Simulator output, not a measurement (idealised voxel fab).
Title: Process Module voxel transistor to metal
In the cross-section labelled cut, the width is 190 nm and each square cell is 5 nm.
How to read a cross-section here: the picture is a grid of square cells, written as bands going from the top down, and any band can span one or more rows of cells.
A band entry consists of two parts. The first gives the height of the band's top and the height of its bottom, in nm. The rest lists the band's materials from left to right, each with its width in nm. A single material labelled with the word "everywhere" fills the band from edge to edge, and the word "blank" marks empty space.
Convention: height 0 is the level below which the wafer, as received, is all one material. The lowest band does not terminate at the bottom but continues downward, represented as "0 down".
Per-row width for "30->40": begins at first number (top row of band), ends at second number (bottom row), increment between rows held constant.
"no alterations made", as given for a step, is the statement that not any cell of the cross-section underwent a change during that step.
"Completely enclosed voids" lists enclosed empty spaces (at least 8 cells, no open path upward to the top), each as width x height at distance from the left edge, in nm.
Heads up: the bit after the settings on a step's line is the simulator's remark on that step.
"overlay nm", when on a step's line for a step with a mask, measures how far to the right of its planned place the mask lay; a negative measure means to the left.
Each of the pairs that make up the rest of this document says: here is the cross-section before one process step, here is the cross-section after it, drawn only down to the lowest band that changed, and here, under the pair, is the step lying between them with its settings. Different pairs may come from different runs of this module on the same starting wafer, so a pair continues from the pair above it only where its entry headed "Pre-processing view" says so.
Pre-processing view:
- 55 to 50  Ru everywhere
- 50 to 45  TiN (60), then Ru (15), then TiN (35), then Ru (15), then TiN (65)
- 45 to 35  SiO2 (55), then TiN (5), then Ru (15), then TiN (5), then SiO2 (25), then TiN (5), then Ru (15), then TiN (5), then SiO2 (60)
- 35 to 20  SiO2 (55), then TiN (5), then Ru (15), then TiN (5), then SiN (5), then SiCN (15), then SiN (5), then TiN (5), then Ru (15), then TiN (5), then SiO2 (60)
- 20 to 10  SiO2 (55), then TiN (5), then Ru (15), then TiN (5), then SiN (5), then polySi (15), then SiN (5), then TiN (5), then Ru (15), then TiN (5), then SiO2 (60)
- 10 to 5  SiO2 (55), then TiN (25), then SiN (5), then polySi (15), then SiN (5), then TiN (25), then SiO2 (60)
- 5 to -5  SiO2 (55), then TiN (10), then SiGe (15), then SiN (5), then polySi (15), then SiN (5), then SiGe (15), then TiN (10), then SiO2 (60)
- -5 to -10  SiO2 (55), then TiN (10), then SiGe (15), then SiN (5), then SiO2 (15), then SiN (5), then SiGe (15), then TiN (10), then SiO2 (60)
- -10 to -15  SiO2 (45), then SiGe (35), then Si (25), then SiGe (35), then SiO2 (50)
- -15 to -25  SiO2 (50), then SiGe (30), then Si (25), then SiGe (30), then SiO2 (55)
- -25 to -30  SiO2 (50), then Si (85), then SiO2 (55)
- -30 down  Si everywhere
- Completely enclosed voids: none
Cut View, Post-Step:
- 45 to 35  SiO2 (55), then TiN (5), then Ru (15), then TiN (5), then SiO2 (25), then TiN (5), then Ru (15), then TiN (5), then SiO2 (60)
- Unchanged below 35.
- Completely enclosed voids: none
Between the two cross-sections shown above lies CMP: height nm 45
Pre-processing view: The structure entering this step is exactly what the pair just above shows after its step.
Cut View, Post-Step:
- 50 to 45  SiN everywhere
- Unchanged below 45.
- Completely enclosed voids: none
Between the two cross-sections shown above lies CONFORMAL_DEP: material SiN, thk nm 5
Pre-processing view: The structure entering this step is exactly what the pair just above shows after its step.
Cut View, Post-Step:
- 70 to 50  lowk everywhere
- Unchanged below 50.
- Completely enclosed voids: none
Between the two cross-sections shown above lies DIRECTIONAL_DEP: material lowk, thk nm 20
Pre-processing view: The structure entering this step is exactly what the pair just above shows after its step.
Cut View, Post-Step:
- 85 to 70  resist (55), then blank (15), then resist (45), then blank (15), then resist (60)
- Unchanged below 70.
- Completely enclosed voids: none
Between the two cross-sections shown above lies PATTERN: tone open, mask id METAL_1, material resist, width nm 15, pitch nm 60, thk nm 15, overlay nm 0
Pre-processing view: The structure entering this step is exactly what the pair just above shows after its step.
Cut View, Post-Step:
- 85 to 70  resist (55), then blank (15), then resist (45), then blank (15), then resist (60)
- 70 to 50  lowk (55), then blank (15), then lowk (45), then blank (15), then lowk (60)
- Unchanged below 50.
- Completely enclosed voids: none
Between the two cross-sections shown above lies DIRECTIONAL_ETCH: etch materials lowk, depth nm 20
Pre-processing view: The structure entering this step is exactly what the pair just above shows after its step.
Cut View, Post-Step:
- 85 to 70  resist (55), then blank (15), then resist (45), then blank (15), then resist (60)
- 70 to 50  lowk (55), then blank (15), then lowk (45), then blank (15), then lowk (60)
- 50 to 45  SiN (55), then blank (15), then SiN (45), then blank (15), then SiN (60)
- Unchanged below 45.
- Completely enclosed voids: none
Between the two cross-sections shown above lies DIRECTIONAL_ETCH: etch materials SiN, depth nm 5
Pre-processing view: The structure entering this step is exactly what the pair just above shows after its step.
Cut View, Post-Step:
- 70 to 50  lowk (55), then blank (15), then lowk (45), then blank (15), then lowk (60)
- Unchanged below 50.
- Completely enclosed voids: none
Between the two cross-sections shown above lies STRIP: etch materials resist
Pre-processing view: The structure entering this step is exactly what the pair just above shows after its step.
Cut View, Post-Step:
- 75 to 70  TiN (60), then blank (5), then TiN (55), then blank (5), then TiN (65)
- 70 to 50  lowk (55), then TiN (5), then blank (5), then TiN (5), then lowk (45), then TiN (5), then blank (5), then TiN (5), then lowk (60)
- 50 to 45  SiN (55), then TiN (15), then SiN (45), then TiN (15), then SiN (60)
- Unchanged below 45.
- Completely enclosed voids: none
Between the two cross-sections shown above lies CONFORMAL_DEP: material TiN, thk nm 5
Pre-processing view: The structure entering this step is exactly what the pair just above shows after its step.
Cut View, Post-Step:
- 85 to 75  Cu everywhere
- 75 to 70  TiN (60), then Cu (5), then TiN (55), then Cu (5), then TiN (65)
- 70 to 50  lowk (55), then TiN (5), then Cu (5), then TiN (5), then lowk (45), then TiN (5), then Cu (5), then TiN (5), then lowk (60)
- Unchanged below 50.
- Completely enclosed voids: none
Between the two cross-sections shown above lies FILL_DEP: material Cu, thk nm 10
Pre-processing view: The structure entering this step is exactly what the pair just above shows after its step.
Cut View, Post-Step:
- 70 to 50  lowk (55), then TiN (5), then Cu (5), then TiN (5), then lowk (45), then TiN (5), then Cu (5), then TiN (5), then lowk (60)
- Unchanged below 50.
- Completely enclosed voids: none
Between the two cross-sections shown above lies CMP: height nm 70
Pre-processing view: The structure entering this step is exactly what the pair just above shows after its step.
Cut View, Post-Step:
- 75 to 70  SiN everywhere
- Unchanged below 70.
- Completely enclosed voids: none
Between the two cross-sections shown above lies CONFORMAL_DEP: material SiN, thk nm 5
Pre-processing view:
- 35 to 30  blank (75), then SiN (5), then blank (5), then SiCN (15), then blank (5), then SiN (5), then blank (80)
- 30 to 20  blank (75), then SiN (5), then SiO2 (5), then SiCN (15), then SiO2 (5), then SiN (5), then blank (80)
- 20 to 5  blank (75), then SiN (5), then SiO2 (5), then polySi (15), then SiO2 (5), then SiN (5), then blank (80)
- 5 to -5  blank (60), then SiGe (15), then SiN (5), then SiO2 (5), then polySi (15), then SiO2 (5), then SiN (5), then SiGe (15), then blank (65)
- -5 to -10  blank (60), then SiGe (15), then SiO2 (35), then SiGe (15), then blank (65)
- -10 to -25  SiO2 (50), then SiGe (25), then Si (35), then SiGe (25), then SiO2 (55)
- -25 to -30  SiO2 (50), then Si (85), then SiO2 (55)
- -30 down  Si everywhere
- Completely enclosed voids: none
Cut View, Post-Step:
- 35 to 30  blank (75), then SiN (5), then blank (5), then SiCN (15), then blank (5), then SiN (5), then blank (80)
- 30 to 20  blank (75), then SiN (5), then SiO2 (5), then SiCN (15), then SiO2 (5), then SiN (5), then blank (80)
- 20 to 5  blank (45), then SiGe (30), then SiN (5), then SiO2 (5), then polySi (15), then SiO2 (5), then SiN (5), then SiGe (30), then blank (50)
- 5 to -5  blank (35), then SiGe (40), then SiN (5), then SiO2 (5), then polySi (15), then SiO2 (5), then SiN (5), then SiGe (40), then blank (40)
- -5 to -10  blank (35), then SiGe (40), then SiO2 (35), then SiGe (40), then blank (40)
- Unchanged below -10.
- Completely enclosed voids: none
Between the two cross-sections shown above lies EPI: material SiGe, thk nm 15
Pre-processing view: The structure entering this step is exactly what the pair just above shows after its step.
Cut View, Post-Step:
- 40 to 35  SiO2 everywhere
- 35 to 20  SiO2 (75), then SiN (5), then SiO2 (5), then SiCN (15), then SiO2 (5), then SiN (5), then SiO2 (80)
- 20 to 5  SiO2 (45), then SiGe (30), then SiN (5), then SiO2 (5), then polySi (15), then SiO2 (5), then SiN (5), then SiGe (30), then SiO2 (50)
- 5 to -5  SiO2 (35), then SiGe (40), then SiN (5), then SiO2 (5), then polySi (15), then SiO2 (5), then SiN (5), then SiGe (40), then SiO2 (40)
- -5 to -10  SiO2 (35), then SiGe (40), then SiO2 (35), then SiGe (40), then SiO2 (40)
- Unchanged below -10.
- Completely enclosed voids: none
Between the two cross-sections shown above lies FILL_DEP: material SiO2, thk nm 5
Pre-processing view: The structure entering this step is exactly what the pair just above shows after its step.
Cut View, Post-Step:
- 35 to 20  SiO2 (75), then SiN (5), then SiO2 (5), then SiCN (15), then SiO2 (5), then SiN (5), then SiO2 (80)
- Unchanged below 20.
- Completely enclosed voids: none
Between the two cross-sections shown above lies CMP: height nm 35
Pre-processing view: The structure entering this step is exactly what the pair just above shows after its step.
Cut View, Post-Step:
- 45 to 35  SiO2 everywhere
- Unchanged below 35.
- Completely enclosed voids: none
Between the two cross-sections shown above lies DIRECTIONAL_DEP: material SiO2, thk nm 10
Pre-processing view: The structure entering this step is exactly what the pair just above shows after its step.
Cut View, Post-Step:
- 60 to 45  aC everywhere
- Unchanged below 45.
- Completely enclosed voids: none
Between the two cross-sections shown above lies DIRECTIONAL_DEP: material aC, thk nm 15
Pre-processing view: The structure entering this step is exactly what the pair just above shows after its step.
Cut View, Post-Step:
- 95 to 60  resist (55), then blank (25), then resist (25), then blank (25), then resist (60)
- Unchanged below 60.
- Completely enclosed voids: none
Between the two cross-sections shown above lies PATTERN: tone open, mask id CONTACT, material resist, width nm 25, pitch nm 50, thk nm 35, overlay nm 0
Pre-processing view: The structure entering this step is exactly what the pair just above shows after its step.
Cut View, Post-Step:
- 80 to 60  resist (55), then blank (25), then resist (25), then blank (25), then resist (60)
- 60 to 45  aC (55), then blank (25), then aC (25), then blank (25), then aC (60)
- Unchanged below 45.
- Completely enclosed voids: none
Between the two cross-sections shown above lies DIRECTIONAL_ETCH: etch materials aC, depth nm 15
Pre-processing view: The structure entering this step is exactly what the pair just above shows after its step.
Cut View, Post-Step:
- 60 to 45  aC (55), then blank (25), then aC (25), then blank (25), then aC (60)
- Unchanged below 45.
- Completely enclosed voids: none
Between the two cross-sections shown above lies STRIP: etch materials resist
Pre-processing view: The structure entering this step is exactly what the pair just above shows after its step.
Cut View, Post-Step:
- 60 to 45  aC (55), then blank (25), then aC (25), then blank (25), then aC (60)
- 45 to 35  SiO2 (55), then blank (25), then SiO2 (25), then blank (25), then SiO2 (60)
- 35 to 20  SiO2 (55), then blank (20), then SiN (5), then SiO2 (5), then SiCN (15), then SiO2 (5), then SiN (5), then blank (20), then SiO2 (60)
- Unchanged below 20.
- Completely enclosed voids: none
Between the two cross-sections shown above lies DIRECTIONAL_ETCH: etch materials SiO2, depth nm 55
Pre-processing view: The structure entering this step is exactly what the pair just above shows after its step.
Cut View, Post-Step:
- 45 to 35  SiO2 (55), then blank (25), then SiO2 (25), then blank (25), then SiO2 (60)
- Unchanged below 35.
- Completely enclosed voids: none
Between the two cross-sections shown above lies STRIP: etch materials aC
Pre-processing view: The structure entering this step is exactly what the pair just above shows after its step.
Cut View, Post-Step:
- 50 to 45  TiN (60), then blank (15), then TiN (35), then blank (15), then TiN (65)
- 45 to 35  SiO2 (55), then TiN (5), then blank (15->10), then TiN (5->10), then SiO2 (25), then TiN (5->10), then blank (15->10), then TiN (5), then SiO2 (60)
- 35 to 25  SiO2 (55), then TiN (5), then blank (10), then TiN (5), then SiN (5), then SiO2 (5), then SiCN (15), then SiO2 (5), then SiN (5), then TiN (5), then blank (10), then TiN (5), then SiO2 (60)
- 25 to 20  SiO2 (55), then TiN (20), then SiN (5), then SiO2 (5), then SiCN (15), then SiO2 (5), then SiN (5), then TiN (20), then SiO2 (60)
- Unchanged below 20.
- Completely enclosed voids: none
Between the two cross-sections shown above lies CONFORMAL_DEP: material TiN, thk nm 5
Pre-processing view: The structure entering this step is exactly what the pair just above shows after its step.
Cut View, Post-Step:
- 55 to 50  Ru everywhere
- 50 to 45  TiN (60), then Ru (15), then TiN (35), then Ru (15), then TiN (65)
- 45 to 35  SiO2 (55), then TiN (5), then Ru (15->10), then TiN (5->10), then SiO2 (25), then TiN (5->10), then Ru (15->10), then TiN (5), then SiO2 (60)
- 35 to 25  SiO2 (55), then TiN (5), then Ru (10), then TiN (5), then SiN (5), then SiO2 (5), then SiCN (15), then SiO2 (5), then SiN (5), then TiN (5), then Ru (10), then TiN (5), then SiO2 (60)
- Unchanged below 25.
- Completely enclosed voids: none
Between the two cross-sections shown above lies FILL_DEP: material Ru, thk nm 5
Pre-processing view: The structure entering this step is exactly what the pair just above shows after its step.
Cut View, Post-Step:
- 45 to 35  SiO2 (55), then TiN (5), then Ru (15->10), then TiN (5->10), then SiO2 (25), then TiN (5->10), then Ru (15->10), then TiN (5), then SiO2 (60)
- Unchanged below 35.
- Completely enclosed voids: none
Between the two cross-sections shown above lies CMP: height nm 45
Pre-processing view: The structure entering this step is exactly what the pair just above shows after its step.
Cut View, Post-Step:
- 50 to 45  SiN everywhere
- Unchanged below 45.
- Completely enclosed voids: none
Between the two cross-sections shown above lies CONFORMAL_DEP: material SiN, thk nm 5
Pre-processing view: The structure entering this step is exactly what the pair just above shows after its step.
Cut View, Post-Step:
- 70 to 50  lowk everywhere
- Unchanged below 50.
- Completely enclosed voids: none
Between the two cross-sections shown above lies DIRECTIONAL_DEP: material lowk, thk nm 20
Pre-processing view: The structure entering this step is exactly what the pair just above shows after its step.
Cut View, Post-Step:
- 85 to 70  resist (55), then blank (15), then resist (45), then blank (15), then resist (60)
- Unchanged below 70.
- Completely enclosed voids: none
Between the two cross-sections shown above lies PATTERN: tone open, mask id METAL_1, material resist, width nm 15, pitch nm 60, thk nm 15, overlay nm 0
Pre-processing view: The structure entering this step is exactly what the pair just above shows after its step.
Cut View, Post-Step:
- 85 to 70  resist (55), then blank (15), then resist (45), then blank (15), then resist (60)
- 70 to 50  lowk (55), then blank (15), then lowk (45), then blank (15), then lowk (60)
- Unchanged below 50.
- Completely enclosed voids: none
Between the two cross-sections shown above lies DIRECTIONAL_ETCH: etch materials lowk, depth nm 20
Pre-processing view: The structure entering this step is exactly what the pair just above shows after its step.
Cut View, Post-Step:
- 85 to 70  resist (55), then blank (15), then resist (45), then blank (15), then resist (60)
- 70 to 50  lowk (55), then blank (15), then lowk (45), then blank (15), then lowk (60)
- 50 to 45  SiN (55), then blank (15), then SiN (45), then blank (15), then SiN (60)
- Unchanged below 45.
- Completely enclosed voids: none
Between the two cross-sections shown above lies DIRECTIONAL_ETCH: etch materials SiN, depth nm 5
Pre-processing view: The structure entering this step is exactly what the pair just above shows after its step.
Cut View, Post-Step:
- 70 to 50  lowk (55), then blank (15), then lowk (45), then blank (15), then lowk (60)
- Unchanged below 50.
- Completely enclosed voids: none
Between the two cross-sections shown above lies STRIP: etch materials resist
Pre-processing view: The structure entering this step is exactly what the pair just above shows after its step.
Cut View, Post-Step:
- 75 to 70  TiN (60), then blank (5), then TiN (55), then blank (5), then TiN (65)
- 70 to 50  lowk (55), then TiN (5), then blank (5), then TiN (5), then lowk (45), then TiN (5), then blank (5), then TiN (5), then lowk (60)
- 50 to 45  SiN (55), then TiN (15), then SiN (45), then TiN (15), then SiN (60)
- Unchanged below 45.
- Completely enclosed voids: none
Between the two cross-sections shown above lies CONFORMAL_DEP: material TiN, thk nm 5
Pre-processing view: The structure entering this step is exactly what the pair just above shows after its step.
Cut View, Post-Step:
- 85 to 75  Cu everywhere
- 75 to 70  TiN (60), then Cu (5), then TiN (55), then Cu (5), then TiN (65)
- 70 to 50  lowk (55), then TiN (5), then Cu (5), then TiN (5), then lowk (45), then TiN (5), then Cu (5), then TiN (5), then lowk (60)
- Unchanged below 50.
- Completely enclosed voids: none
Between the two cross-sections shown above lies FILL_DEP: material Cu, thk nm 10
Pre-processing view: The structure entering this step is exactly what the pair just above shows after its step.
Cut View, Post-Step:
- 70 to 50  lowk (55), then TiN (5), then Cu (5), then TiN (5), then lowk (45), then TiN (5), then Cu (5), then TiN (5), then lowk (60)
- Unchanged below 50.
- Completely enclosed voids: none
Between the two cross-sections shown above lies CMP: height nm 70
Pre-processing view: The structure entering this step is exactly what the pair just above shows after its step.
Cut View, Post-Step:
- 75 to 70  SiN everywhere
- Unchanged below 70.
- Completely enclosed voids: none
Between the two cross-sections shown above lies CONFORMAL_DEP: material SiN, thk nm 5
Pre-processing view:
- 15 to 0  blank (45), then SiN (95), then blank (50)
- 0 to -5  SiO2 everywhere
- -5 to -30  SiO2 (50), then Si (85), then SiO2 (55)
- -30 down  Si everywhere
- Completely enclosed voids: none
Cut View, Post-Step:
- 15 to 0  blank (45), then SiN (95), then blank (50)
- 0 to -5  blank (50), then SiO2 (85), then blank (55)
- Unchanged below -5.
- Completely enclosed voids: none
Between the two cross-sections shown above lies SELECTIVE_ETCH: etch materials SiO2, depth nm 5
Pre-processing view: The structure entering this step is exactly what the pair just above shows after its step.
Cut View, Post-Step:
- 0 to -5  blank (50), then SiO2 (85), then blank (55)
- Unchanged below -5.
- Completely enclosed voids: none
Between the two cross-sections shown above lies STRIP: etch materials SiN
Pre-processing view: The structure entering this step is exactly what the pair just above shows after its step.
Cut View, Post-Step:
- 25 to 20  blank (50), then polySi (85), then blank (55)
- 20 to 0  polySi everywhere
- 0 to -5  polySi (50), then SiO2 (85), then polySi (55)
- Unchanged below -5.
- Completely enclosed voids: none
Between the two cross-sections shown above lies DIRECTIONAL_DEP: material polySi, thk nm 25
Pre-processing view: The structure entering this step is exactly what the pair just above shows after its step.
Cut View, Post-Step:
- 40 to 35  blank (50), then SiCN (85), then blank (55)
- 35 to 25  SiCN everywhere
- 25 to 20  SiCN (50), then polySi (85), then SiCN (55)
- Unchanged below 20.
- Completely enclosed voids: none
Between the two cross-sections shown above lies DIRECTIONAL_DEP: material SiCN, thk nm 15
Pre-processing view: The structure entering this step is exactly what the pair just above shows after its step.
Cut View, Post-Step:
- 55 to 40  blank (85), then resist (15), then blank (90)
- Unchanged below 40.
- Completely enclosed voids: none
Between the two cross-sections shown above lies PATTERN: tone cover, mask id GATE, material resist, width nm 15, thk nm 15, overlay nm 0
Pre-processing view: The structure entering this step is exactly what the pair just above shows after its step.
Cut View, Post-Step:
- 55 to 40  blank (85), then resist (15), then blank (90)
- 40 to 25  blank (85), then SiCN (15), then blank (90)
- 25 to 20  blank (50), then polySi (85), then blank (55)
- Unchanged below 20.
- Completely enclosed voids: none
Between the two cross-sections shown above lies DIRECTIONAL_ETCH: etch materials SiCN, depth nm 25
Pre-processing view: The structure entering this step is exactly what the pair just above shows after its step.
Cut View, Post-Step:
- 55 to 40  blank (85), then resist (15), then blank (90)
- 40 to 25  blank (85), then SiCN (15), then blank (90)
- 25 to 0  blank (85), then polySi (15), then blank (90)
- 0 to -5  blank (50), then SiO2 (85), then blank (55)
- Unchanged below -5.
- Completely enclosed voids: none
Between the two cross-sections shown above lies DIRECTIONAL_ETCH: etch materials polySi, depth nm 35
Pre-processing view: The structure entering this step is exactly what the pair just above shows after its step.
Cut View, Post-Step:
- 40 to 25  blank (85), then SiCN (15), then blank (90)
- Unchanged below 25.
- Completely enclosed voids: none
Between the two cross-sections shown above lies STRIP: etch materials resist
Pre-processing view: The structure entering this step is exactly what the pair just above shows after its step.
Cut View, Post-Step:
- 45 to 40  blank (80), then SiO2 (25), then blank (85)
- 40 to 25  blank (80), then SiO2 (5), then SiCN (15), then SiO2 (5), then blank (85)
- 25 to 5  blank (80), then SiO2 (5), then polySi (15), then SiO2 (5), then blank (85)
- 5 to 0  blank (45), then SiO2 (40), then polySi (15), then SiO2 (40), then blank (50)
- 0 to -5  SiO2 everywhere
- Unchanged below -5.
- Completely enclosed voids: none
Between the two cross-sections shown above lies CONFORMAL_DEP: material SiO2, thk nm 5
Pre-processing view: The structure entering this step is exactly what the pair just above shows after its step.
Cut View, Post-Step:
- 40 to 25  blank (80), then SiO2 (5), then SiCN (15), then SiO2 (5), then blank (85)
- 25 to 0  blank (80), then SiO2 (5), then polySi (15), then SiO2 (5), then blank (85)
- 0 to -5  blank (45), then SiO2 (95), then blank (50)
- Unchanged below -5.
- Completely enclosed voids: none
Between the two cross-sections shown above lies DIRECTIONAL_ETCH: etch materials SiO2, depth nm 5
Pre-processing view: The structure entering this step is exactly what the pair just above shows after its step.
Cut View, Post-Step:
- 45 to 40  blank (75), then SiN (35), then blank (80)
- 40 to 25  blank (75), then SiN (5), then SiO2 (5), then SiCN (15), then SiO2 (5), then SiN (5), then blank (80)
- 25 to 5  blank (75), then SiN (5), then SiO2 (5), then polySi (15), then SiO2 (5), then SiN (5), then blank (80)
- 5 to 0  blank (40), then SiN (40), then SiO2 (5), then polySi (15), then SiO2 (5), then SiN (40), then blank (45)
- 0 to -5  SiN (45), then SiO2 (95), then SiN (50)
- Unchanged below -5.
- Completely enclosed voids: none
Between the two cross-sections shown above lies CONFORMAL_DEP: material SiN, thk nm 5
Pre-processing view: The structure entering this step is exactly what the pair just above shows after its step.
Cut View, Post-Step:
- 40 to 25  blank (75), then SiN (5), then SiO2 (5), then SiCN (15), then SiO2 (5), then SiN (5), then blank (80)
- 25 to 0  blank (75), then SiN (5), then SiO2 (5), then polySi (15), then SiO2 (5), then SiN (5), then blank (80)
- 0 to -5  blank (40), then SiN (5), then SiO2 (95), then SiN (5), then blank (45)
- Unchanged below -5.
- Completely enclosed voids: none
Between the two cross-sections shown above lies DIRECTIONAL_ETCH: etch materials SiN, depth nm 5
Pre-processing view: The structure entering this step is exactly what the pair just above shows after its step.
Cut View, Post-Step:
- 40 to 35  blank (75), then SiN (5), then blank (5), then SiCN (15), then blank (5), then SiN (5), then blank (80)
- 35 to 25  blank (75), then SiN (5), then SiO2 (5), then SiCN (15), then SiO2 (5), then SiN (5), then blank (80)
- 25 to 0  blank (75), then SiN (5), then SiO2 (5), then polySi (15), then SiO2 (5), then SiN (5), then blank (80)
- 0 to -5  blank (40), then SiN (5), then blank (30), then SiO2 (35), then blank (30), then SiN (5), then blank (45)
- -5 to -10  blank (40), then SiO2 (10), then Si (85), then SiO2 (10), then blank (45)
- Unchanged below -10.
- Completely enclosed voids: none
Between the two cross-sections shown above lies DIRECTIONAL_ETCH: etch materials SiO2, depth nm 5
Pre-processing view: The structure entering this step is exactly what the pair just above shows after its step.
Cut View, Post-Step:
- 40 to 35  blank (75), then SiN (5), then blank (5), then SiCN (15), then blank (5), then SiN (5), then blank (80)
- 35 to 25  blank (75), then SiN (5), then SiO2 (5), then SiCN (15), then SiO2 (5), then SiN (5), then blank (80)
- 25 to 0  blank (75), then SiN (5), then SiO2 (5), then polySi (15), then SiO2 (5), then SiN (5), then blank (80)
- 0 to -5  blank (40), then SiN (5), then blank (30), then SiO2 (35), then blank (30), then SiN (5), then blank (45)
- -5 to -10  blank (40), then SiO2 (10), then blank (25), then Si (35), then blank (25), then SiO2 (10), then blank (45)
- -10 to -20  SiO2 (50), then blank (25), then Si (35), then blank (25), then SiO2 (55)
- Unchanged below -20.
- Completely enclosed voids: none
Between the two cross-sections shown above lies DIRECTIONAL_ETCH: etch materials Si, depth nm 15
Pre-processing view: The structure entering this step is exactly what the pair just above shows after its step.
Cut View, Post-Step:
- 40 to 35  blank (75), then SiN (5), then blank (5), then SiCN (15), then blank (5), then SiN (5), then blank (80)
- 35 to 25  blank (75), then SiN (5), then SiO2 (5), then SiCN (15), then SiO2 (5), then SiN (5), then blank (80)
- 25 to 10  blank (75), then SiN (5), then SiO2 (5), then polySi (15), then SiO2 (5), then SiN (5), then blank (80)
- 10 to 0  blank (60), then SiGe (15), then SiN (5), then SiO2 (5), then polySi (15), then SiO2 (5), then SiN (5), then SiGe (15), then blank (65)
- 0 to -5  blank (40), then SiN (5), then blank (15), then SiGe (15), then SiO2 (35), then SiGe (15), then blank (15), then SiN (5), then blank (45)
- -5 to -10  blank (40), then SiO2 (10), then SiGe (25), then Si (35), then SiGe (25), then SiO2 (10), then blank (45)
- -10 to -20  SiO2 (50), then SiGe (25), then Si (35), then SiGe (25), then SiO2 (55)
- Unchanged below -20.
- Completely enclosed voids: none
Between the two cross-sections shown above lies EPI: material SiGe, thk nm 15
Pre-processing view: The structure entering this step is exactly what the pair just above shows after its step.
Cut View, Post-Step:
- 45 to 40  SiO2 everywhere
- 40 to 25  SiO2 (75), then SiN (5), then SiO2 (5), then SiCN (15), then SiO2 (5), then SiN (5), then SiO2 (80)
- 25 to 10  SiO2 (75), then SiN (5), then SiO2 (5), then polySi (15), then SiO2 (5), then SiN (5), then SiO2 (80)
- 10 to 0  SiO2 (60), then SiGe (15), then SiN (5), then SiO2 (5), then polySi (15), then SiO2 (5), then SiN (5), then SiGe (15), then SiO2 (65)
- 0 to -5  SiO2 (40), then SiN (5), then SiO2 (15), then SiGe (15), then SiO2 (35), then SiGe (15), then SiO2 (15), then SiN (5), then SiO2 (45)
- -5 to -20  SiO2 (50), then SiGe (25), then Si (35), then SiGe (25), then SiO2 (55)
- Unchanged below -20.
- Completely enclosed voids: none
Between the two cross-sections shown above lies FILL_DEP: material SiO2, thk nm 5
Pre-processing view: The structure entering this step is exactly what the pair just above shows after its step.
Cut View, Post-Step:
- 35 to 25  SiO2 (75), then SiN (5), then SiO2 (5), then SiCN (15), then SiO2 (5), then SiN (5), then SiO2 (80)
- Unchanged below 25.
- Completely enclosed voids: none
Between the two cross-sections shown above lies CMP: height nm 35
Pre-processing view: The structure entering this step is exactly what the pair just above shows after its step.
Cut View, Post-Step:
- 45 to 35  SiO2 everywhere
- Unchanged below 35.
- Completely enclosed voids: none
Between the two cross-sections shown above lies DIRECTIONAL_DEP: material SiO2, thk nm 10
Pre-processing view: The structure entering this step is exactly what the pair just above shows after its step.
Cut View, Post-Step:
- 60 to 45  aC everywhere
- Unchanged below 45.
- Completely enclosed voids: none
Between the two cross-sections shown above lies DIRECTIONAL_DEP: material aC, thk nm 15
Pre-processing view: The structure entering this step is exactly what the pair just above shows after its step.
Cut View, Post-Step:
- 95 to 60  resist (55), then blank (25), then resist (25), then blank (25), then resist (60)
- Unchanged below 60.
- Completely enclosed voids: none
Between the two cross-sections shown above lies PATTERN: tone open, mask id CONTACT, material resist, width nm 25, pitch nm 50, thk nm 35, overlay nm 0
Pre-processing view: The structure entering this step is exactly what the pair just above shows after its step.
Cut View, Post-Step:
- 80 to 60  resist (55), then blank (25), then resist (25), then blank (25), then resist (60)
- 60 to 45  aC (55), then blank (25), then aC (25), then blank (25), then aC (60)
- Unchanged below 45.
- Completely enclosed voids: none
Between the two cross-sections shown above lies DIRECTIONAL_ETCH: etch materials aC, depth nm 15
Pre-processing view: The structure entering this step is exactly what the pair just above shows after its step.
Cut View, Post-Step:
- 60 to 45  aC (55), then blank (25), then aC (25), then blank (25), then aC (60)
- Unchanged below 45.
- Completely enclosed voids: none
Between the two cross-sections shown above lies STRIP: etch materials resist
Pre-processing view: The structure entering this step is exactly what the pair just above shows after its step.
Cut View, Post-Step:
- 60 to 45  aC (55), then blank (25), then aC (25), then blank (25), then aC (60)
- 45 to 35  SiO2 (55), then blank (25), then SiO2 (25), then blank (25), then SiO2 (60)
- 35 to 25  SiO2 (55), then blank (20), then SiN (5), then SiO2 (5), then SiCN (15), then SiO2 (5), then SiN (5), then blank (20), then SiO2 (60)
- 25 to 10  SiO2 (55), then blank (20), then SiN (5), then SiO2 (5), then polySi (15), then SiO2 (5), then SiN (5), then blank (20), then SiO2 (60)
- 10 to 0  SiO2 (55), then blank (5), then SiGe (15), then SiN (5), then SiO2 (5), then polySi (15), then SiO2 (5), then SiN (5), then SiGe (15), then blank (5), then SiO2 (60)
- 0 to -5  SiO2 (40), then SiN (5), then SiO2 (10), then blank (5), then SiGe (15), then SiO2 (35), then SiGe (15), then blank (5), then SiO2 (10), then SiN (5), then SiO2 (45)
- Unchanged below -5.
- Completely enclosed voids: none
Between the two cross-sections shown above lies DIRECTIONAL_ETCH: etch materials SiO2, depth nm 55
Pre-processing view: The structure entering this step is exactly what the pair just above shows after its step.
Cut View, Post-Step:
- 45 to 35  SiO2 (55), then blank (25), then SiO2 (25), then blank (25), then SiO2 (60)
- Unchanged below 35.
- Completely enclosed voids: none
Between the two cross-sections shown above lies STRIP: etch materials aC
Pre-processing view: The structure entering this step is exactly what the pair just above shows after its step.
Cut View, Post-Step:
- 50 to 45  TiN (60), then blank (15), then TiN (35), then blank (15), then TiN (65)
- 45 to 35  SiO2 (55), then TiN (5), then blank (15->10), then TiN (5->10), then SiO2 (25), then TiN (5->10), then blank (15->10), then TiN (5), then SiO2 (60)
- 35 to 25  SiO2 (55), then TiN (5), then blank (10), then TiN (5), then SiN (5), then SiO2 (5), then SiCN (15), then SiO2 (5), then SiN (5), then TiN (5), then blank (10), then TiN (5), then SiO2 (60)
- 25 to 15  SiO2 (55), then TiN (5), then blank (10), then TiN (5), then SiN (5), then SiO2 (5), then polySi (15), then SiO2 (5), then SiN (5), then TiN (5), then blank (10), then TiN (5), then SiO2 (60)
- 15 to 10  SiO2 (55), then TiN (20), then SiN (5), then SiO2 (5), then polySi (15), then SiO2 (5), then SiN (5), then TiN (20), then SiO2 (60)
- 10 to 0  SiO2 (55), then TiN (5), then SiGe (15), then SiN (5), then SiO2 (5), then polySi (15), then SiO2 (5), then SiN (5), then SiGe (15), then TiN (5), then SiO2 (60)
- 0 to -5  SiO2 (40), then SiN (5), then SiO2 (10), then TiN (5), then SiGe (15), then SiO2 (35), then SiGe (15), then TiN (5), then SiO2 (10), then SiN (5), then SiO2 (45)
- Unchanged below -5.
- Completely enclosed voids: none
Between the two cross-sections shown above lies CONFORMAL_DEP: material TiN, thk nm 5
